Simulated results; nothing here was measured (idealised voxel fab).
The name of this process module is voxel transistor to metal.
For reference, the cross-section in this document is cut, with width 295 nm and square cells of 5 nm.
We lay out every cross-section as a grid of square cells and spell it out in bands from the top down, where one band means one or more rows of cells.
Top, bottom (nm), then materials left to right with widths (nm); lone material tagged "edge to edge" fills the whole band edge to edge; "air" = empty space.
Basically, 0 is our baseline, since under it the wafer straight out of the box is all one material. The bottom band has no lower end and keeps on going down, so it looks like "0 -> down".
You'd read "30..40" like this: the band's top row of cells is as wide as the first number, its bottom row is as wide as the second, and going down, every row changes width by the same amount as the row before did.
The cross-section has no changed cell in any step marked "remains unaltered".
The entry "Enclosed empty spaces" lists the empty spaces that cover at least 8 cells and have no open path to the top. Each is written as width x height at distance, where the distance is measured from the left edge and all three values are in nm.
What comes after the settings on a step's line is commentary from the simulator itself on that step.
When a step includes a mask, the "overlay nm" setting on its line states how far to the right of its planned place that mask lay, and negative values state how far to the left.

[Here's what the planned process steps look like]
| 1 | RECEIVE with material Si |
| 2 | OXIDIZE with depth nm 5 |
| 3 | CONFORMAL_DEP with material SiN, thk nm 15 |
| 4 | DIRECTIONAL_DEP with material aC, thk nm 10 |
| 5 | PATTERN with tone cover, mask id ACTIVE, material resist, width nm 95, pitch nm 125, thk nm 30, overlay nm 0 |
| 6 | DIRECTIONAL_ETCH with etch materials aC, depth nm 10 |
| 7 | STRIP with etch materials resist |
| 8 | DIRECTIONAL_ETCH with etch materials SiN, depth nm 15 |
| 9 | DIRECTIONAL_ETCH with etch materials SiO2, depth nm 5 |
| 10 | DIRECTIONAL_ETCH with etch materials Si, depth nm 35 |
| 11 | STRIP with etch materials aC |
| 12 | OXIDIZE with depth nm 5 |
| 13 | FILL_DEP with material SiO2, thk nm 15 |
| 14 | CMP with height nm 15 |
| 15 | SELECTIVE_ETCH with etch materials SiO2, depth nm 5 |
| 16 | STRIP with etch materials SiN |
| 17 | SELECTIVE_ETCH with etch materials SiO2, depth nm 5 |
| 18 | OXIDIZE with depth nm 5 |
| 19 | DIRECTIONAL_DEP with material polySi, thk nm 30 |
| 20 | DIRECTIONAL_DEP with material SiCN, thk nm 15 |
| 21 | MASKED_ETCH with tone cover, mask id GATE, width nm 25, pitch nm 125, etch materials SiCN, depth nm 25, overlay nm 0 |
| 22 | MASKED_ETCH with tone cover, mask id GATE, width nm 25, pitch nm 125, etch materials polySi, depth nm 40, overlay nm 0 |
| 23 | CONFORMAL_DEP with material SiN, thk nm 5 |
| 24 | DIRECTIONAL_ETCH with etch materials SiN, depth nm 5 |
| 25 | DIRECTIONAL_ETCH with etch materials SiO2, depth nm 5 |
| 26 | EPI with material nSi, thk nm 5 |
| 27 | FILL_DEP with material SiO2, thk nm 5 |
| 28 | CMP with height nm 30 |
| 29 | DIRECTIONAL_DEP with material SiO2, thk nm 10 |
| 30 | DIRECTIONAL_DEP with material aC, thk nm 10 |
| 31 | PATTERN with tone open, mask id CONTACT, material resist, width nm 25, thk nm 30, overlay nm 0 |
| 32 | DIRECTIONAL_ETCH with etch materials aC, depth nm 10 |
| 33 | STRIP with etch materials resist |
| 34 | DIRECTIONAL_ETCH with etch materials SiO2, depth nm 55 |
| 35 | STRIP with etch materials aC |
| 36 | CONFORMAL_DEP with material TiN, thk nm 5 |
| 37 | FILL_DEP with material Ru, thk nm 10 |
| 38 | CMP with height nm 50 |
| 39 | DIRECTIONAL_DEP with material TiN, thk nm 5 |
| 40 | DIRECTIONAL_DEP with material W, thk nm 15 |
| 41 | DIRECTIONAL_DEP with material aC, thk nm 15 |
| 42 | PATTERN with tone cover, mask id METAL_1, material resist, width nm 15, thk nm 35, overlay nm 0 |
| 43 | DIRECTIONAL_ETCH with etch materials aC, depth nm 15 |
| 44 | STRIP with etch materials resist |
| 45 | DIRECTIONAL_ETCH with etch materials W, depth nm 15 |
| 46 | DIRECTIONAL_ETCH with etch materials TiN, depth nm 5 |
| 47 | STRIP with etch materials aC |
| 48 | FILL_DEP with material SiO2, thk nm 5 |
| 49 | CMP with height nm 70 |
| 50 | CONFORMAL_DEP with material SiN, thk nm 5 |
Every wafer here starts from the same state; it is the step 28 height nm that distinguishes them, and the value the plan gives belongs to the first wafer.

[This is how the first of several wafers looked in cross-section when it arrived, which is after step 1]
* 0 -> down: Si edge to edge
* Enclosed empty spaces: none

[First wafer of several, cross-section, module end, after step 50 (last)]
* 75 -> 70: SiN edge to edge
* 70 -> 55: 40 of SiO2 / 15 of W / 55 of SiO2 / 15 of W / 40 of SiO2 / 15 of W / 55 of SiO2 / 15 of W / 45 of SiO2
* 55 -> 50: 40 of SiO2 / 15 of TiN / 55 of SiO2 / 15 of TiN / 40 of SiO2 / 15 of TiN / 55 of SiO2 / 15 of TiN / 45 of SiO2
* 50 -> 45: Ru edge to edge
* 45 -> 40: 45 of TiN / 15 of Ru / 45 of TiN / 15 of Ru / 50 of TiN / 15 of Ru / 45 of TiN / 15 of Ru / 50 of TiN
* 40 -> 30: 40 of SiO2 / 5 of TiN / 15 of Ru / 5 of TiN / 35 of SiO2 / 5 of TiN / 15 of Ru / 5 of TiN / 40 of SiO2 / 5 of TiN / 15 of Ru / 5 of TiN / 35 of SiO2 / 5 of TiN / 15 of Ru / 5 of TiN / 45 of SiO2
* 30 -> 25: 40 of SiO2 / 5 of TiN / 15 of Ru / 5 of TiN / 5 of SiN / 25 of SiCN / 5 of SiN / 5 of TiN / 15 of Ru / 5 of TiN / 40 of SiO2 / 5 of TiN / 15 of Ru / 5 of TiN / 5 of SiN / 25 of SiCN / 5 of SiN / 5 of TiN / 15 of Ru / 5 of TiN / 45 of SiO2
* 25 -> 5: 40 of SiO2 / 5 of TiN / 15 of Ru / 5 of TiN / 5 of SiN / 25 of polySi / 5 of SiN / 5 of TiN / 15 of Ru / 5 of TiN / 40 of SiO2 / 5 of TiN / 15 of Ru / 5 of TiN / 5 of SiN / 25 of polySi / 5 of SiN / 5 of TiN / 15 of Ru / 5 of TiN / 45 of SiO2
* 5 -> 0: 30 of SiO2 / 5 of SiN / 5 of SiO2 / 5 of TiN / 15 of Ru / 5 of TiN / 5 of SiN / 25 of polySi / 5 of SiN / 5 of TiN / 15 of Ru / 5 of TiN / 5 of SiO2 / 5 of SiN / 20 of SiO2 / 5 of SiN / 5 of SiO2 / 5 of TiN / 15 of Ru / 5 of TiN / 5 of SiN / 25 of polySi / 5 of SiN / 5 of TiN / 15 of Ru / 5 of TiN / 5 of SiO2 / 5 of SiN / 35 of SiO2
* 0 -> -5: 30 of SiO2 / 5 of SiN / 5 of SiO2 / 25 of TiN / 5 of SiN / 25 of polySi / 5 of SiN / 25 of TiN / 5 of SiO2 / 5 of SiN / 20 of SiO2 / 5 of SiN / 5 of SiO2 / 25 of TiN / 5 of SiN / 25 of polySi / 5 of SiN / 25 of TiN / 5 of SiO2 / 5 of SiN / 35 of SiO2
* -5 -> -10: 35 of SiO2 / 30 of nSi / 35 of SiO2 / 30 of nSi / 30 of SiO2 / 30 of nSi / 35 of SiO2 / 30 of nSi / 40 of SiO2
* -10 -> -45: 40 of SiO2 / 85 of Si / 40 of SiO2 / 85 of Si / 45 of SiO2
* -45 -> down: Si edge to edge
* Enclosed empty spaces: none

[Cross-section, last wafer, module completion]
* 75 -> 70: SiN edge to edge
* 70 -> 55: 40 of SiO2 / 15 of W / 55 of SiO2 / 15 of W / 40 of SiO2 / 15 of W / 55 of SiO2 / 15 of W / 45 of SiO2
* 55 -> 50: 40 of SiO2 / 15 of TiN / 55 of SiO2 / 15 of TiN / 40 of SiO2 / 15 of TiN / 55 of SiO2 / 15 of TiN / 45 of SiO2
* 50 -> 40: 40 of SiO2 / 5 of TiN / 15 of Ru / 5 of TiN / 35 of SiO2 / 5 of TiN / 15 of Ru / 5 of TiN / 40 of SiO2 / 5 of TiN / 15 of Ru / 5 of TiN / 35 of SiO2 / 5 of TiN / 15 of Ru / 5 of TiN / 45 of SiO2
* 40 -> 25: 40 of SiO2 / 5 of TiN / 15 of Ru / 5 of TiN / 5 of SiN / 25 of SiCN / 5 of SiN / 5 of TiN / 15 of Ru / 5 of TiN / 40 of SiO2 / 5 of TiN / 15 of Ru / 5 of TiN / 5 of SiN / 25 of SiCN / 5 of SiN / 5 of TiN / 15 of Ru / 5 of TiN / 45 of SiO2
* 25 -> 5: 40 of SiO2 / 5 of TiN / 15 of Ru / 5 of TiN / 5 of SiN / 25 of polySi / 5 of SiN / 5 of TiN / 15 of Ru / 5 of TiN / 40 of SiO2 / 5 of TiN / 15 of Ru / 5 of TiN / 5 of SiN / 25 of polySi / 5 of SiN / 5 of TiN / 15 of Ru / 5 of TiN / 45 of SiO2
* 5 -> 0: 30 of SiO2 / 5 of SiN / 5 of SiO2 / 25 of TiN / 5 of SiN / 25 of polySi / 5 of SiN / 25 of TiN / 5 of SiO2 / 5 of SiN / 20 of SiO2 / 5 of SiN / 5 of SiO2 / 25 of TiN / 5 of SiN / 25 of polySi / 5 of SiN / 25 of TiN / 5 of SiO2 / 5 of SiN / 35 of SiO2
* 0 -> -5: 30 of SiO2 / 5 of SiN / 30 of SiO2 / 5 of SiN / 25 of polySi / 5 of SiN / 30 of SiO2 / 5 of SiN / 20 of SiO2 / 5 of SiN / 30 of SiO2 / 5 of SiN / 25 of polySi / 5 of SiN / 30 of SiO2 / 5 of SiN / 35 of SiO2
* -5 -> -10: 35 of SiO2 / 30 of nSi / 35 of SiO2 / 30 of nSi / 30 of SiO2 / 30 of nSi / 35 of SiO2 / 30 of nSi / 40 of SiO2
* -10 -> -45: 40 of SiO2 / 85 of Si / 40 of SiO2 / 85 of Si / 45 of SiO2
* -45 -> down: Si edge to edge
* Enclosed empty spaces: none

[The table below has one row for each wafer; a row shows, as of the end of the module, how many cells of each material the wafer has gained, marked (+), or lost, marked (-), since it was received, and then the wafer's closed voids]
height nm 30 | +167 Ru | -293 Si | +10 SiCN | +95 SiN | +643 SiO2 | +143 TiN | +36 W | +24 nSi | +60 polySi | Enclosed empty spaces: none
height nm 35 | +120 Ru | -293 Si | +20 SiCN | +99 SiN | +668 SiO2 | +151 TiN | +36 W | +24 nSi | +60 polySi | Enclosed empty spaces: none
height nm 40 | +120 Ru | -293 Si | +30 SiCN | +103 SiN | +693 SiO2 | +112 TiN | +36 W | +24 nSi | +60 polySi | Enclosed empty spaces: none
height nm 45 | +108 Ru | -293 Si | +30 SiCN | +103 SiN | +713 SiO2 | +104 TiN | +36 W | +24 nSi | +60 polySi | Enclosed empty spaces: none
